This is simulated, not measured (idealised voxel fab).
Name of the process module below: voxel capacitor over wiring
Square cells of 5 nm make up the cross-section cut, whose width is 270 nm.
Cross-section format: a grid of square cells, given as bands from top to bottom; each band is one or more rows of cells.
What a band's entry tells you: where the top is and where the bottom is, as heights in nm, and after that what lies inside, material by material from left to right, each with its width in nm. Empty space is written as the word "air", and a single material marked with the word "throughout" occupies the band from edge to edge.
All heights in this document are referenced to 0, defined as the level beneath which the wafer, as received, consists entirely of one material. The lowest band is not bounded below; it extends indefinitely downward and is written in the form "top 0, no bottom".
With a width like "30 to 40", each row of cells in the band differs from the next by the same amount, the top row carrying the first number and the bottom row the second.
Step note "left unchanged" = no cross-section cell changed.
"Voids, fully enclosed" enumerates empty spaces isolated from the top, with no open way to it, that contain at least 8 cells, giving each as width x height at distance from the left edge, all three in nm.
That trailing text on a step's line, after the settings, is the simulator's own remark on the step.
overlay nm: mask offset rightward from planned place, masked step; negative means leftward offset.
[Process steps - plan]
1. RECEIVE [material Si]
2. CONFORMAL_DEP [material SiO2] [thk nm 15]
3. CONFORMAL_DEP [material SiN] [thk nm 5]
4. DIRECTIONAL_DEP [material SiO2] [thk nm 20]
5. DIRECTIONAL_DEP [material aC] [thk nm 15]
6. PATTERN [tone open] [mask id METAL_1] [material resist] [width nm 30] [pitch nm 80] [thk nm 35] [overlay nm 0]
7. DIRECTIONAL_ETCH [etch materials aC] [depth nm 15]
8. STRIP [etch materials resist]
9. DIRECTIONAL_ETCH [etch materials SiO2] [depth nm 20]
10. DIRECTIONAL_ETCH [etch materials SiN] [depth nm 5]
11. STRIP [etch materials aC]
12. CONFORMAL_DEP [material TiN] [thk nm 5]
13. FILL_DEP [material Cu] [thk nm 5]
14. CMP [height nm 40]
15. CONFORMAL_DEP [material SiCN] [thk nm 5]
16. DIRECTIONAL_DEP [material lowk] [thk nm 20]
17. MASKED_ETCH [tone open] [mask id PLUG_1] [width nm 15] [etch materials lowk] [depth nm 20] [overlay nm 0]
18. MASKED_ETCH [tone open] [mask id PLUG_1] [width nm 15] [etch materials SiCN] [depth nm 5] [overlay nm 0]
19. CONFORMAL_DEP [material TiN] [thk nm 5]
20. FILL_DEP [material Cu] [thk nm 5]
21. CMP [height nm 65]
22. DIRECTIONAL_DEP [material TiN] [thk nm 10]
23. DIRECTIONAL_DEP [material HfO2] [thk nm 5]
24. DIRECTIONAL_DEP [material TiN] [thk nm 5]
25. PATTERN [tone cover] [mask id UPPER_PLATE] [material resist] [width nm 55] [thk nm 15] [overlay nm 0]
26. DIRECTIONAL_ETCH [etch materials TiN] [depth nm 5]
27. DIRECTIONAL_ETCH [etch materials HfO2] [depth nm 5]
28. STRIP [etch materials resist]
29. DIRECTIONAL_DEP [material aC] [thk nm 10]
30. PATTERN [tone cover] [mask id LOWER_PLATE] [material resist] [width nm 65] [thk nm 25] [overlay nm 0]
31. DIRECTIONAL_ETCH [etch materials aC] [depth nm 10]
32. STRIP [etch materials resist]
33. DIRECTIONAL_ETCH [etch materials TiN] [depth nm 10]
34. STRIP [etch materials aC]
35. FILL_DEP [material SiO2] [thk nm 15]
36. CMP [height nm 95]
37. DIRECTIONAL_DEP [material aC] [thk nm 10]
38. PATTERN [tone open] [mask id PLUG_2] [material resist] [width nm 15] [thk nm 30] [overlay nm 0]
39. DIRECTIONAL_ETCH [etch materials aC] [depth nm 10]
40. STRIP [etch materials resist]
41. DIRECTIONAL_ETCH [etch materials SiO2] [depth nm 10]
42. STRIP [etch materials aC]
43. CONFORMAL_DEP [material TiN] [thk nm 5]
44. FILL_DEP [material Ru] [thk nm 5]
45. CMP [height nm 95]
46. CONFORMAL_DEP [material SiN] [thk nm 5]
[Cross-section: wafer on arrival = after step 1]
	top 0, no bottom = Si throughout
	Voids, fully enclosed: none
[Cross-sectional image of the first of two wafers at the end of the module, the run having proceeded as planned]
	top 100, bottom 95 = SiN throughout
	top 95, bottom 90 = 105 SiO2 | 5 TiN | 5 Ru | 5 TiN | 150 SiO2
	top 90, bottom 80 = 105 to 95 SiO2 | 15 to 55 TiN | 150 to 120 SiO2
	top 80, bottom 75 = 95 SiO2 | 55 HfO2 | 120 SiO2
	top 75, bottom 65 = 90 SiO2 | 65 TiN | 115 SiO2
	top 65, bottom 45 = 95 lowk | 5 TiN | 5 Cu | 5 TiN | 160 lowk
	top 45, bottom 40 = 95 SiCN | 15 TiN | 160 SiCN
	top 40, bottom 20 = 80 SiO2 | 5 TiN | 20 Cu | 5 TiN | 50 SiO2 | 5 TiN | 20 Cu | 5 TiN | 80 SiO2
	top 20, bottom 15 = 80 SiN | 30 TiN | 50 SiN | 30 TiN | 80 SiN
	top 15, bottom 0 = SiO2 throughout
	top 0, no bottom = Si throughout
	Voids, fully enclosed: none
[This cross-section belongs to the second wafer of two at the end of the module; the start and the plan were shared with the first, and the run included one mistake]
	top 100, bottom 95 = SiN throughout
	top 95, bottom 90 = 105 SiO2 | 5 TiN | 5 Ru | 5 TiN | 150 SiO2
	top 90, bottom 80 = 105 to 95 SiO2 | 15 to 55 TiN | 150 to 120 SiO2
	top 80, bottom 70 = 90 SiO2 | 65 TiN | 115 SiO2
	top 70, bottom 65 = HfO2 throughout
	top 65, bottom 45 = 95 lowk | 5 TiN | 5 Cu | 5 TiN | 160 lowk
	top 45, bottom 40 = 95 SiCN | 15 TiN | 160 SiCN
	top 40, bottom 20 = 80 SiO2 | 5 TiN | 20 Cu | 5 TiN | 50 SiO2 | 5 TiN | 20 Cu | 5 TiN | 80 SiO2
	top 20, bottom 15 = 80 SiN | 30 TiN | 50 SiN | 30 TiN | 80 SiN
	top 15, bottom 0 = SiO2 throughout
	top 0, no bottom = Si throughout
	Voids, fully enclosed: none
In executing the process, a mistake was made relative to the plan: plan steps 22 and 23 run swapped
Looking at both finished wafers in cells, the second ends up ahead of or behind the first on some materials: 43 more of HfO2 | 43 fewer of SiO2
